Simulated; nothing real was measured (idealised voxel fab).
voxel wiring stack: a process module
The cross-section shown here is cut; it is 145 nm wide and divided into square cells measuring 5 nm on a side.
Cross-section spec: square-cell grid; bands listed top down; each band is one or more rows.
It is stipulated that each band's entry specify, in nanometres, the height of the top of the band and then that of its bottom, followed by the materials of the band in left-to-right sequence, each together with its width in nanometres. A single material marked by the word "everywhere" is understood to fill the band from edge to edge; the word "empty" is understood to denote empty space.
Convention: height 0 is the level below which the wafer, as received, is all one material. The lowest band does not terminate at the bottom but continues downward, represented as "0 nm and below".
Width spec "30 to 40" -> top row of cells at first value, bottom row at second value, equal per-row change in between.
When a step is marked "no modification", none of the cells in the cross-section changed during that step.
"Closed void roster" - sealed voids, min. 8 cells, no opening to top; format: width x height at distance (distance from left edge; nm throughout).
Step line, after settings: the simulator's comment on this step.
Regarding "overlay nm": on a step with a mask, it is the distance the mask lay to the right of its planned place; a negative value places it to the left.

### Steps in the process plan
1. RECEIVE (material Si)
2. CONFORMAL_DEP (material SiO2; thk nm 15)
3. DIRECTIONAL_DEP (material TiN; thk nm 5)
4. DIRECTIONAL_DEP (material W; thk nm 15)
5. MASKED_ETCH (tone cover; mask id METAL_1; width nm 20; pitch nm 45; etch materials W; depth nm 15; overlay nm 0)
6. MASKED_ETCH (tone cover; mask id METAL_1; width nm 20; pitch nm 45; etch materials TiN; depth nm 5; overlay nm 0)
7. FILL_DEP (material lowk; thk nm 5)
8. CMP (height nm 35)
9. CONFORMAL_DEP (material SiCN; thk nm 5)
10. DIRECTIONAL_DEP (material lowk; thk nm 15)
11. DIRECTIONAL_DEP (material aC; thk nm 15)
12. PATTERN (tone open; mask id PLUG_1; material resist; width nm 15; thk nm 30; overlay nm 0)
13. DIRECTIONAL_ETCH (etch materials aC; depth nm 15)
14. STRIP (etch materials resist)
15. DIRECTIONAL_ETCH (etch materials lowk; depth nm 15)
16. DIRECTIONAL_ETCH (etch materials SiCN; depth nm 5)
17. STRIP (etch materials aC)
18. CONFORMAL_DEP (material TiN; thk nm 5)
19. FILL_DEP (material Ru; thk nm 5)
20. CMP (height nm 55)
21. CONFORMAL_DEP (material SiN; thk nm 5)
22. DIRECTIONAL_DEP (material SiO2; thk nm 15)
23. PATTERN (tone open; mask id METAL_2; material resist; width nm 20; pitch nm 45; thk nm 20; overlay nm 0)
24. DIRECTIONAL_ETCH (etch materials SiO2; depth nm 15)
25. DIRECTIONAL_ETCH (etch materials SiN; depth nm 5)
26. STRIP (etch materials resist)
27. CONFORMAL_DEP (material TiN; thk nm 5)
28. FILL_DEP (material Ru; thk nm 10)
29. CMP (height nm 75)
30. CONFORMAL_DEP (material SiN; thk nm 5)

### Here's what the wafer looked like in cross-section when it arrived - that's after step 1
	0 nm and below: Si everywhere
	Closed void roster: none

### Wafer cross-section at module end: first of two, run to plan
	80 nm to 75 nm: SiN everywhere
	75 nm to 60 nm: SiO2 40 nm, then TiN 5 nm, then Ru 10 nm, then TiN 5 nm, then SiO2 25 nm, then TiN 5 nm, then Ru 10 nm, then TiN 5 nm, then SiO2 40 nm
	60 nm to 55 nm: SiN 40 nm, then TiN 20 nm, then SiN 25 nm, then TiN 20 nm, then SiN 40 nm
	55 nm to 40 nm: lowk 40 nm, then TiN 5 nm, then Ru 5 nm, then TiN 5 nm, then lowk 90 nm
	40 nm to 35 nm: SiCN 40 nm, then TiN 15 nm, then SiCN 90 nm
	35 nm to 20 nm: lowk 40 nm, then W 20 nm, then lowk 25 nm, then W 20 nm, then lowk 40 nm
	20 nm to 15 nm: lowk 40 nm, then TiN 20 nm, then lowk 25 nm, then TiN 20 nm, then lowk 40 nm
	15 nm to 0 nm: SiO2 everywhere
	0 nm and below: Si everywhere
	Closed void roster: none

### Cross-sectional image of the second wafer of the two following completion of the module. Starting state and process plan were the same as for the first wafer; one execution error occurred
	80 nm to 75 nm: SiN everywhere
	75 nm to 60 nm: SiO2 40 nm, then TiN 5 nm, then Ru 10 nm, then TiN 5 nm, then SiO2 25 nm, then TiN 5 nm, then Ru 10 nm, then TiN 5 nm, then SiO2 40 nm
	60 nm to 55 nm: SiN 40 nm, then TiN 20 nm, then SiN 25 nm, then TiN 20 nm, then SiN 40 nm
	55 nm to 40 nm: Ru 35 nm, then TiN 5 nm, then lowk 15 nm, then TiN 5 nm, then Ru 85 nm
	40 nm to 35 nm: TiN 40 nm, then SiCN 15 nm, then TiN 90 nm
	35 nm to 20 nm: lowk 40 nm, then W 20 nm, then lowk 25 nm, then W 20 nm, then lowk 40 nm
	20 nm to 15 nm: lowk 40 nm, then TiN 20 nm, then lowk 25 nm, then TiN 20 nm, then lowk 40 nm
	15 nm to 0 nm: SiO2 everywhere
	0 nm and below: Si everywhere
	Closed void roster: none
Misprocessing identified: step 12 deviated from plan and actually ran as PATTERN (tone cover; mask id PLUG_1; material resist; width nm 15; thk nm 30; overlay nm 0)
Wafer comparison, final, in cells, second relative to first, materials more or fewer: Ru: 69 more; SiCN: 23 fewer; TiN: 23 more; lowk: 69 fewer
